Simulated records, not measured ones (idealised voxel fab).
voxel gate over fins: a process module
Pictured: cross-section cut, 205 nm wide, on a grid of 5 nm square cells.
For the purposes of this document, a cross-section shall be understood as a grid of square cells, specified as bands listed in top-to-bottom order, each band consisting of one or more rows of cells.
Band: top height; bottom height; in nm. Then, left to right: material with width in nm, for each material. "full width": a single material spanning edge to edge. "empty": empty space.
Heights are expressed relative to 0, this being the level below which the as-received wafer comprises one material exclusively. The lowest band is unbounded in the downward direction and is denoted as in "0 -> down".
So if you see something like "30 to 40" for the width, read it as the top row of the band sitting at the first number and the bottom row at the second, with every row in between moving by the same amount as the last.
"no change occurred" (step): cross-section cells unchanged, all of them.
Entry "Closed empty spaces". Content: empty spaces with no open connection to the top, size 8 cells or greater. Each: width x height at distance. Distance: from left edge. Unit: nm.
Note: text after step settings on the step line = simulator remark on that step.
On any step carrying a mask, the "overlay nm" setting, if present on the step's line, tells how far right of its planned place the mask lay; negative values point to the left.
Intended process steps:
1) RECEIVE | material Si
2) CONFORMAL_DEP | material SiN | thk nm 10
3) PATTERN | tone cover | mask id FINS | material resist | width nm 15 | pitch nm 35 | thk nm 15 | overlay nm 0
4) DIRECTIONAL_ETCH | etch materials SiN | depth nm 10
5) DIRECTIONAL_ETCH | etch materials Si | depth nm 35
6) STRIP | etch materials resist
7) FILL_DEP | material SiO2 | thk nm 10
8) CMP | height nm 10
9) SELECTIVE_ETCH | etch materials SiO2 | depth nm 20
10) STRIP | etch materials SiN
11) CONFORMAL_DEP | material HfO2 | thk nm 5
12) CONFORMAL_DEP | material TiN | thk nm 5
13) FILL_DEP | material W | thk nm 15
14) CMP | height nm 20
15) CONFORMAL_DEP | material SiCN | thk nm 10
Cross-section of the incoming wafer, state after step 1:
  0 -> down | Si full width
  Closed empty spaces: none
The first of the two wafers as seen in cross-section once the module was finished; processing followed the plan:
  30 -> 20 | SiCN full width
  20 -> 10 | W full width
  10 -> 5 | W (30), TiN (140), W (35)
  5 -> 0 | W (30), TiN (5), HfO2 (25), TiN (10), HfO2 (25), TiN (10), HfO2 (25), TiN (10), HfO2 (25), TiN (5), W (35)
  0 -> -5 | TiN (35), HfO2 (5), Si (15), HfO2 (5), TiN (10), HfO2 (5), Si (15), HfO2 (5), TiN (10), HfO2 (5), Si (15), HfO2 (5), TiN (10), HfO2 (5), Si (15), HfO2 (5), TiN (40)
  -5 -> -10 | HfO2 (40), Si (15), HfO2 (20), Si (15), HfO2 (20), Si (15), HfO2 (20), Si (15), HfO2 (45)
  -10 -> -35 | SiO2 (40), Si (15), SiO2 (20), Si (15), SiO2 (20), Si (15), SiO2 (20), Si (15), SiO2 (45)
  -35 -> down | Si full width
  Closed empty spaces: none
Cross-section, second wafer: same start as the first, same plan as the first, one mistake in running it; taken at the end of the module:
  30 -> 20 | SiCN full width
  20 -> 5 | W full width
  5 -> 0 | W (35), TiN (25), W (10), TiN (25), W (10), TiN (25), W (10), TiN (25), W (40)
  0 -> -5 | W (35), TiN (5), Si (15), TiN (5), W (10), TiN (5), Si (15), TiN (5), W (10), TiN (5), Si (15), TiN (5), W (10), TiN (5), Si (15), TiN (5), W (40)
  -5 -> -10 | TiN (40), Si (15), TiN (20), Si (15), TiN (20), Si (15), TiN (20), Si (15), TiN (45)
  -10 -> -35 | SiO2 (40), Si (15), SiO2 (20), Si (15), SiO2 (20), Si (15), SiO2 (20), Si (15), SiO2 (45)
  -35 -> down | Si full width
  Closed empty spaces: none
Plan not followed: with respect to the plan, step 11 was omitted and not executed
Per the end-of-run cell counts, the second wafer holds more or fewer of some materials than the first: HfO2: 57 fewer; W: 57 more
